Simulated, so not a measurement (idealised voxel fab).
process module | voxel released beams
cross-section cut | 235 nm wide | cells 5 nm
A cross-section is a grid of square cells, given in bands from the top down. A band is one or more rows of cells.
Each band's line starts with the height of the band's top and of its bottom, in nm. Then come its materials from left to right, each with its width in nm. One material with "throughout" fills the band from edge to edge. "air" is empty space.
Height 0 is the level under which the wafer as received is all one material. The lowest band goes on downwards, as in "0 down".
A width such as "30 to 40" changes by the same amount from each row of cells to the next, from the band's top row to its bottom row.
"no change" after a step means that no cell of the cross-section changed.
closed voids: empty space of 8 cells or more with no open way to the top, each as width x height at its distance from the left edge, in nm
after a step's settings: what the simulator itself notes on the step
overlay nm, on a step with a mask: how far to the right of its planned place the mask lay; to the left if negative
plan
1 op RECEIVE | material Si
2 op CONFORMAL_DEP | material Al2O3 | thk nm 5
3 op DIRECTIONAL_DEP | material SiO2 | thk nm 20
4 op MASKED_ETCH | tone open | mask id ANCHOR | width nm 30 | etch materials SiO2 | depth nm 20 | overlay nm 0
5 op CONFORMAL_DEP | material W | thk nm 10
6 op MASKED_ETCH | tone cover | mask id BEAM | width nm 100 | etch materials W | depth nm 10 | overlay nm 0
7 op STRIP | etch materials SiO2
as received, after step 1
  0 down: Si throughout
  closed voids: none
first wafer at the end, as planned
  35 to 25: air 65 | W 15 | air 10 | W 75 | air 70
  25 to 15: air 70 | W 10 | air 10 | W 10 | air 135
  15 to 5: air 70 | W 30 | air 135
  5 to 0: Al2O3 throughout
  0 down: Si throughout
  closed voids: none
second wafer at the end: like start, like plan, one mistake
  35 to 25: air 65 | W 45 | air 125
  25 to 15: air 60 | W 10 | SiO2 30 | W 10 | air 125
  15 to 5: air 60 | W 10 | SiO2 30 | W 65 | air 70
  5 to 0: Al2O3 throughout
  0 down: Si throughout
  closed voids: none
what went wrong: step 4 ran as: op MASKED_ETCH | tone cover | mask id ANCHOR | width nm 30 | etch materials SiO2 | depth nm 20 | overlay nm 0
at the end the second wafer has, in cells: 24 more of SiO2
